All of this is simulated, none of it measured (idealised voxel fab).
process module | voxel released beams
cross-section cut | 205 nm wide | cells 5 nm
A cross-section is a grid of square cells, given in bands from the top down. A band is one or more rows of cells.
Each band's line starts with the height of the band's top and of its bottom, in nm. Then come its materials from left to right, each with its width in nm. One material with "throughout" fills the band from edge to edge. "air" is empty space.
Height 0 is the level under which the wafer as received is all one material. The lowest band goes on downwards, as in "0 down".
A width such as "30 to 40" changes by the same amount from each row of cells to the next, from the band's top row to its bottom row.
"no change" after a step means that no cell of the cross-section changed.
closed voids: empty space of 8 cells or more with no open way to the top, each as width x height at its distance from the left edge, in nm
after a step's settings: what the simulator itself notes on the step
overlay nm, on a step with a mask: how far to the right of its planned place the mask lay; to the left if negative
plan
1 op RECEIVE | material Si
2 op CONFORMAL_DEP | material Al2O3 | thk nm 10
3 op DIRECTIONAL_DEP | material SiO2 | thk nm 10
4 op DIRECTIONAL_DEP | material aC | thk nm 10
5 op PATTERN | tone open | mask id ANCHOR | material resist | width nm 35 | thk nm 25 | overlay nm 0
6 op DIRECTIONAL_ETCH | etch materials aC | depth nm 10
7 op STRIP | etch materials resist
8 op DIRECTIONAL_ETCH | etch materials SiO2 | depth nm 10
9 op STRIP | etch materials aC
10 op CONFORMAL_DEP | material polySi | thk nm 15
11 op MASKED_ETCH | tone cover | mask id BEAM | width nm 85 | etch materials polySi | depth nm 15 | overlay nm 0
12 op STRIP | etch materials SiO2
first wafer, as planned
as received, after step 1
  0 down: Si throughout
  closed voids: none
after step 2
  10 to 0: Al2O3 throughout
  below 0: unchanged
after step 3
  20 to 10: SiO2 throughout
  below 10: unchanged
after step 4
  30 to 20: aC throughout
  below 20: unchanged
after step 5
  55 to 30: resist 60 | air 35 | resist 110
  below 30: unchanged
after step 6
  45 to 30: resist 60 | air 35 | resist 110
  30 to 20: aC 60 | air 35 | aC 110
  below 20: unchanged
after step 7
  30 to 20: aC 60 | air 35 | aC 110
  below 20: unchanged
after step 8
  30 to 20: aC 60 | air 35 | aC 110
  20 to 10: SiO2 60 | air 35 | SiO2 110
  below 10: unchanged
after step 9
  20 to 10: SiO2 60 | air 35 | SiO2 110
  below 10: unchanged
after step 10
  35 to 25: polySi 75 | air 5 | polySi 125
  25 to 20: polySi throughout
  20 to 10: SiO2 60 | polySi 35 | SiO2 110
  below 10: unchanged
after step 11
  35 to 25: air 55 | polySi 20 | air 5 | polySi 60 | air 65
  25 to 20: air 55 | polySi 85 | air 65
  below 20: unchanged
after step 12
  35 to 25: air 55 | polySi 20 | air 5 | polySi 60 | air 65
  25 to 20: air 55 | polySi 85 | air 65
  20 to 10: air 60 | polySi 35 | air 110
  below 10: unchanged
second wafer: like start, like plan, one mistake. Through step 1 it matches the first wafer
when step 2 should have ended: no change
when step 3 should have ended
  10 to 0: SiO2 throughout
  below 0: unchanged
when step 4 should have ended
  20 to 10: aC throughout
  below 10: unchanged
when step 5 should have ended
  45 to 20: resist 60 | air 35 | resist 110
  below 20: unchanged
when step 6 should have ended
  35 to 20: resist 60 | air 35 | resist 110
  20 to 10: aC 60 | air 35 | aC 110
  below 10: unchanged
when step 7 should have ended
  20 to 10: aC 60 | air 35 | aC 110
  below 10: unchanged
when step 8 should have ended
  20 to 10: aC 60 | air 35 | aC 110
  10 to 0: SiO2 60 | air 35 | SiO2 110
  below 0: unchanged
when step 9 should have ended
  10 to 0: SiO2 60 | air 35 | SiO2 110
  below 0: unchanged
when step 10 should have ended
  25 to 15: polySi 75 | air 5 | polySi 125
  15 to 10: polySi throughout
  10 to 0: SiO2 60 | polySi 35 | SiO2 110
  below 0: unchanged
when step 11 should have ended
  25 to 15: air 55 | polySi 20 | air 5 | polySi 60 | air 65
  15 to 10: air 55 | polySi 85 | air 65
  below 10: unchanged
when step 12 should have ended
  25 to 15: air 55 | polySi 20 | air 5 | polySi 60 | air 65
  15 to 10: air 55 | polySi 85 | air 65
  10 to 0: air 60 | polySi 35 | air 110
  below 0: unchanged
what went wrong: step 2 was left out
at the end the second wafer has, in cells: 82 fewer of Al2O3
